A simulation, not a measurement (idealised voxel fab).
Module name: voxel ribs on slabs (process module)
The cross-section on display is named cut; it measures 150 nm wide, and its cells are 5 nm squares.
Throughout this document, each cross-section is represented as a grid of square cells and is presented as a sequence of bands enumerated from the top downward, where a band comprises one or more rows of cells. Heights first: top, then bottom, in nm. Then materials, left to right, each with a width in nm. "edge to edge" on a single material: fills the band edge to edge. "blank": empty space. Height 0 is the level under which the wafer as received is all one material. The lowest band goes on downwards, as in "0 down". Note: "30->40" means the width goes from the first number (top row of the band) to the second number (bottom row) in equal steps per row of cells. A step reported as "stayed the same" is a step in which no cell of the cross-section changed. Entry "Enclosed cavity list" = empty spaces >= 8 cells with no open way to the top; each as width x height at distance, distance from left edge, all nm. Step line, after settings: the simulator's comment on this step. The line of a step may include "overlay nm". On a step with a mask, this value is how far to the right of its planned place the mask lay. A negative value means the mask lay to the left.
THIS SECTION LISTS THE PROCESS STEPS THAT WERE PLANNED
1 RECEIVE | material Si
2 DIRECTIONAL_DEP | material SiO2 | thk nm 20
3 DIRECTIONAL_DEP | material polySi | thk nm 15
4 PATTERN | tone cover | mask id RIB | material resist | width nm 25 | thk nm 20 | overlay nm 0
5 DIRECTIONAL_ETCH | etch materials polySi | depth nm 10
6 STRIP | etch materials resist
7 PATTERN | tone cover | mask id SLAB | material resist | width nm 85 | thk nm 20 | overlay nm 0
8 DIRECTIONAL_ETCH | etch materials polySi | depth nm 5
9 STRIP | etch materials resist
10 FILL_DEP | material SiO2 | thk nm 20
11 CMP | height nm 45
12 DIRECTIONAL_DEP | material W | thk nm 10
13 MASKED_ETCH | tone cover | mask id HEATER | width nm 35 | etch materials W | depth nm 10 | overlay nm 0
14 CONFORMAL_DEP | material SiN | thk nm 10
CROSS-SECTION OF THE WAFER AT RECEIPT, WHICH IS THE CONDITION AFTER STEP 1
> 0 down = Si edge to edge
> Enclosed cavity list: none
FIRST OF TWO WAFERS: CROSS-SECTION AT END OF MODULE, RUN PER PLAN
> 65 to 55 = blank 45 | SiN 55 | blank 50
> 55 to 45 = SiN 55 | W 35 | SiN 60
> 45 to 35 = SiO2 edge to edge
> 35 to 25 = SiO2 60 | polySi 25 | SiO2 65
> 25 to 20 = SiO2 30 | polySi 85 | SiO2 35
> 20 to 0 = SiO2 edge to edge
> 0 down = Si edge to edge
> Enclosed cavity list: none
SECOND WAFER AT THE END: LIKE START, LIKE PLAN, ONE MISTAKE
> 65 to 55 = blank 45 | SiN 55 | blank 50
> 55 to 45 = SiN 55 | W 35 | SiN 60
> 45 to 35 = SiO2 edge to edge
> 35 to 25 = SiO2 60 | polySi 25 | SiO2 65
> 25 to 20 = SiO2 20 | polySi 85 | SiO2 45
> 20 to 0 = SiO2 edge to edge
> 0 down = Si edge to edge
> Enclosed cavity list: none
Finding, execution versus plan: rather than as planned, step 7 actually ran as PATTERN | tone cover | mask id SLAB | material resist | width nm 85 | thk nm 20 | overlay nm -10
Same inventory, different map: at the end, the second wafer holds as many cells of each material as the first, placed elsewhere.
